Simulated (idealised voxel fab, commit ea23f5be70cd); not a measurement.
voxel ribs on slabs: a process module
Each square cell in cross-section cut measures 5 nm, and the section as a whole is 150 nm wide.
Heads up, the way a cross-section reads in here is a grid of square cells, handed over as bands from the top down, with every band being one or more rows of cells.
The entry gives the band's vertical extent as a top height and a bottom height in nm, then its horizontal make-up as materials from left to right, each with a width in nm. "empty" stands for empty space; a single material marked "all across" fills the band edge to edge.
All heights in this document are referenced to 0, defined as the level beneath which the wafer, as received, consists entirely of one material. The lowest band is not bounded below; it extends indefinitely downward and is written in the form "0 nm and below".
A width given as "30..40" starts at the first number in the band's top row and ends at the second number in its bottom row, shifting by an equal amount at every step from row to row.
Step marked "nothing different"? Then no cell in the cross-section changed in it.
Empty spaces without an open route to the top, at least 8 cells in extent, make up the entry "Fully sealed cavities"; each is given as width x height at distance, where the distance is measured from the left edge, and all are in nm.
Whatever follows a step's settings on its line is a remark the simulator itself makes about that step.
The "overlay nm" setting may appear on a step's line; for a step that uses a mask, it gives how far to the right of its planned position the mask lay, and a negative value indicates the left.
The following list gives the planned process steps:
1. RECEIVE | material Si
2. DIRECTIONAL_DEP | material SiO2 | thk nm 20
3. DIRECTIONAL_DEP | material SiN | thk nm 25
4. PATTERN | tone cover | mask id RIB | material resist | width nm 30 | thk nm 20 | overlay nm 0
5. DIRECTIONAL_ETCH | etch materials SiN | depth nm 10
6. STRIP | etch materials resist
7. PATTERN | tone cover | mask id SLAB | material resist | width nm 80 | thk nm 20 | overlay nm 0
8. DIRECTIONAL_ETCH | etch materials SiN | depth nm 15
9. STRIP | etch materials resist
10. FILL_DEP | material SiO2 | thk nm 30
11. CMP | height nm 65
12. DIRECTIONAL_DEP | material W | thk nm 5
13. MASKED_ETCH | tone cover | mask id HEATER | width nm 40 | etch materials W | depth nm 5 | overlay nm 0
14. CONFORMAL_DEP | material SiO2 | thk nm 5
Wafer cross-section on receipt, i.e. after step 1:
* 0 nm and below = Si all across
* Fully sealed cavities: none
Module complete, cross-section. Starting point and plan per above. One mistake made in running the module:
* 75 nm to 70 nm = 50 empty  50 SiO2  50 empty
* 70 nm to 65 nm = 55 SiO2  40 W  55 SiO2
* 65 nm to 60 nm = 60 SiO2  30 SiN  60 SiO2
* 60 nm to 45 nm = 35 SiO2  80 SiN  35 SiO2
* 45 nm to 20 nm = SiN all across
* 20 nm to 0 nm = SiO2 all across
* 0 nm and below = Si all across
* Fully sealed cavities: none
Here's what went sideways: the plan's step 3 ran twice
